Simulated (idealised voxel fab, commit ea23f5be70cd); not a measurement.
The process module presented herein is designated voxel self aligned vias.
The figure presents cross-section cut, which has a width of 205 nm and is divided into square cells with an edge length of 5 nm.
Cross-section, as written here: a square-cell grid given band by band from the top down, where a band holds one or more rows of cells. Quick guide to a band line: top height, bottom height (nm) up front; then every material left to right with its width in nm. Only one material and it's marked "everywhere"? Then it fills the band edge to edge. And "air" just means empty space. Convention: height 0 is the level below which the wafer, as received, is all one material. The lowest band does not terminate at the bottom but continues downward, represented as "top 0, no bottom". The notation "30->40" denotes a width that varies across the rows of cells in the band, beginning at the first number in the top row, finishing at the second number in the bottom row, and changing by an identical amount from each row to the next. Take "all unchanged" at face value: in the step it is given for, the cross-section changed in none of its cells. In "Voids lacking openings" the enclosed voids are listed, meaning empty spaces of 8 cells or larger without any opening to the top. The form is width x height at distance, distance from the left edge, units nm. What comes after the settings on a step's line is commentary from the simulator itself on that step. overlay nm: how far to the right of its planned place the mask lay on this masked step (negative: to the left).
**The planned process steps are enumerated hereunder**
- 1: RECEIVE with material Si
- 2: CONFORMAL_DEP with material SiO2, thk nm 10
- 3: CONFORMAL_DEP with material SiCN, thk nm 5
- 4: DIRECTIONAL_DEP with material lowk, thk nm 20
- 5: DIRECTIONAL_DEP with material aC, thk nm 10
- 6: PATTERN with tone open, mask id LINES, material resist, width nm 30, pitch nm 80, thk nm 30, overlay nm 0
- 7: DIRECTIONAL_ETCH with etch materials aC, depth nm 10
- 8: STRIP with etch materials resist
- 9: DIRECTIONAL_ETCH with etch materials lowk, depth nm 20
- 10: STRIP with etch materials aC
- 11: CONFORMAL_DEP with material TiN, thk nm 5
- 12: FILL_DEP with material Ru, thk nm 5
- 13: CMP with height nm 35
- 14: SELECTIVE_ETCH with etch materials W Ru TiN, depth nm 10
- 15: FILL_DEP with material SiN, thk nm 10
- 16: CMP with height nm 35
- 17: DIRECTIONAL_DEP with material lowk, thk nm 15
- 18: DIRECTIONAL_DEP with material aC, thk nm 10
- 19: PATTERN with tone open, mask id VIAS, material resist, width nm 50, thk nm 30, overlay nm 0
- 20: DIRECTIONAL_ETCH with etch materials aC, depth nm 10
- 21: STRIP with etch materials resist
- 22: DIRECTIONAL_ETCH with etch materials lowk, depth nm 15
- 23: DIRECTIONAL_ETCH with etch materials SiN, depth nm 10
- 24: STRIP with etch materials aC
- 25: CONFORMAL_DEP with material TiN, thk nm 5
- 26: FILL_DEP with material W, thk nm 10
- 27: CMP with height nm 50
- 28: CONFORMAL_DEP with material SiN, thk nm 5
**Cross-section: wafer on arrival = after step 1**
	top 0, no bottom | Si everywhere
	Voids lacking openings: none
**Module complete - cross-section of the first of two wafers, run according to plan**
	top 55, bottom 50 | SiN everywhere
	top 50, bottom 40 | 35 of lowk | 5 of TiN | 40 of W | 5 of TiN | 120 of lowk
	top 40, bottom 35 | 35 of lowk | 15 of TiN | 20 of W | 15 of TiN | 120 of lowk
	top 35, bottom 30 | 45 of lowk | 5 of TiN | 20 of W | 5 of TiN | 50 of lowk | 30 of SiN | 50 of lowk
	top 30, bottom 25 | 45 of lowk | 30 of TiN | 50 of lowk | 30 of SiN | 50 of lowk
	top 25, bottom 20 | 45 of lowk | 5 of TiN | 20 of Ru | 5 of TiN | 50 of lowk | 5 of TiN | 20 of Ru | 5 of TiN | 50 of lowk
	top 20, bottom 15 | 45 of lowk | 30 of TiN | 50 of lowk | 30 of TiN | 50 of lowk
	top 15, bottom 10 | SiCN everywhere
	top 10, bottom 0 | SiO2 everywhere
	top 0, no bottom | Si everywhere
	Voids lacking openings: none
**Cross-section, second wafer: same start as the first, same plan as the first, one mistake in running it; taken at the end of the module**
	top 55, bottom 50 | SiN everywhere
	top 50, bottom 40 | 35 of lowk | 5 of TiN | 40 of W | 5 of TiN | 120 of lowk
	top 40, bottom 35 | 35 of lowk | 50 of TiN | 120 of lowk
	top 35, bottom 30 | SiCN everywhere
	top 30, bottom 10 | lowk everywhere
	top 10, bottom 0 | SiO2 everywhere
	top 0, no bottom | Si everywhere
	Voids lacking openings: none
So what did we get wrong on this run? swap of plan steps 3 and 4 during execution
The closing comparison, in cells, has the second wafer with more or fewer of some materials than the first: Ru: 8 fewer | SiN: 12 fewer | TiN: 20 fewer | W: 8 fewer | lowk: 48 more
